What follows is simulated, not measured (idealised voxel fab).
process module | voxel self aligned contacts
cross-section cut | 230 nm wide | cells 5 nm
A cross-section is a grid of square cells, given in bands from the top down. A band is one or more rows of cells.
Each band's line starts with the height of the band's top and of its bottom, in nm. Then come its materials from left to right, each with its width in nm. One material with "throughout" fills the band from edge to edge. "air" is empty space.
Height 0 is the level under which the wafer as received is all one material. The lowest band goes on downwards, as in "0 down".
A width such as "30 to 40" changes by the same amount from each row of cells to the next, from the band's top row to its bottom row.
"no change" after a step means that no cell of the cross-section changed.
closed voids: empty space of 8 cells or more with no open way to the top, each as width x height at its distance from the left edge, in nm
after a step's settings: what the simulator itself notes on the step
overlay nm, on a step with a mask: how far to the right of its planned place the mask lay; to the left if negative
plan
1 op RECEIVE | material Si
2 op OXIDIZE | depth nm 5
3 op DIRECTIONAL_DEP | material polySi | thk nm 20
4 op DIRECTIONAL_DEP | material SiN | thk nm 25
5 op PATTERN | tone cover | mask id GATE | material resist | width nm 35 | pitch nm 70 | thk nm 15 | overlay nm 0
6 op DIRECTIONAL_ETCH | etch materials SiN | depth nm 25
7 op DIRECTIONAL_ETCH | etch materials polySi | depth nm 20
8 op STRIP | etch materials resist
9 op CONFORMAL_DEP | material SiN | thk nm 10
10 op DIRECTIONAL_ETCH | etch materials SiN | depth nm 10
11 op FILL_DEP | material SiO2 | thk nm 10
12 op CMP | height nm 50
13 op DIRECTIONAL_DEP | material aC | thk nm 15
14 op PATTERN | tone open | mask id CONTACT | material resist | width nm 55 | pitch nm 70 | thk nm 35 | overlay nm 0
15 op DIRECTIONAL_ETCH | etch materials aC | depth nm 15
16 op STRIP | etch materials resist
17 op DIRECTIONAL_ETCH | etch materials SiO2 | depth nm 55
18 op STRIP | etch materials aC
19 op CONFORMAL_DEP | material TiN | thk nm 5
20 op FILL_DEP | material W | thk nm 5
21 op CMP | height nm 50
22 op CONFORMAL_DEP | material SiN | thk nm 5
as received, after step 1
  0 down: Si throughout
  closed voids: none
first wafer at the end, as planned
  55 to 50: SiN throughout
  50 to 45: SiO2 50 | TiN 25 | W 5 | TiN 25 | SiO2 15 | TiN 25 | W 5 | TiN 25 | SiO2 55
  45 to 20: SiO2 15 | SiN 55 | TiN 5 | W 5 | TiN 5 | SiN 55 | TiN 5 | W 5 | TiN 5 | SiN 55 | SiO2 20
  20 to 0: SiO2 15 | SiN 10 | polySi 35 | SiN 10 | TiN 5 | W 5 | TiN 5 | SiN 10 | polySi 35 | SiN 10 | TiN 5 | W 5 | TiN 5 | SiN 10 | polySi 35 | SiN 10 | SiO2 20
  0 to -5: SiO2 70 | TiN 15 | SiO2 55 | TiN 15 | SiO2 75
  -5 down: Si throughout
  closed voids: none
second wafer at the end: like start, like plan, one mistake
  55 to 50: SiN throughout
  50 to 45: SiO2 50 | TiN 15 | W 5 | TiN 35 | SiO2 15 | TiN 15 | W 5 | TiN 35 | SiO2 55
  45 to 20: SiO2 5 | SiN 55 | TiN 5 | W 5 | TiN 5 | SiN 55 | TiN 5 | W 5 | TiN 5 | SiN 55 | SiO2 30
  20 to 0: SiO2 5 | SiN 10 | polySi 35 | SiN 10 | TiN 5 | W 5 | TiN 5 | SiN 10 | polySi 35 | SiN 10 | TiN 5 | W 5 | TiN 5 | SiN 10 | polySi 35 | SiN 10 | SiO2 30
  0 to -5: SiO2 60 | TiN 15 | SiO2 55 | TiN 15 | SiO2 85
  -5 down: Si throughout
  closed voids: none
what went wrong: step 5 ran as: op PATTERN | tone cover | mask id GATE | material resist | width nm 35 | pitch nm 70 | thk nm 15 | overlay nm -10
at the end the second wafer has, in cells: as many of each material as the first, in other places
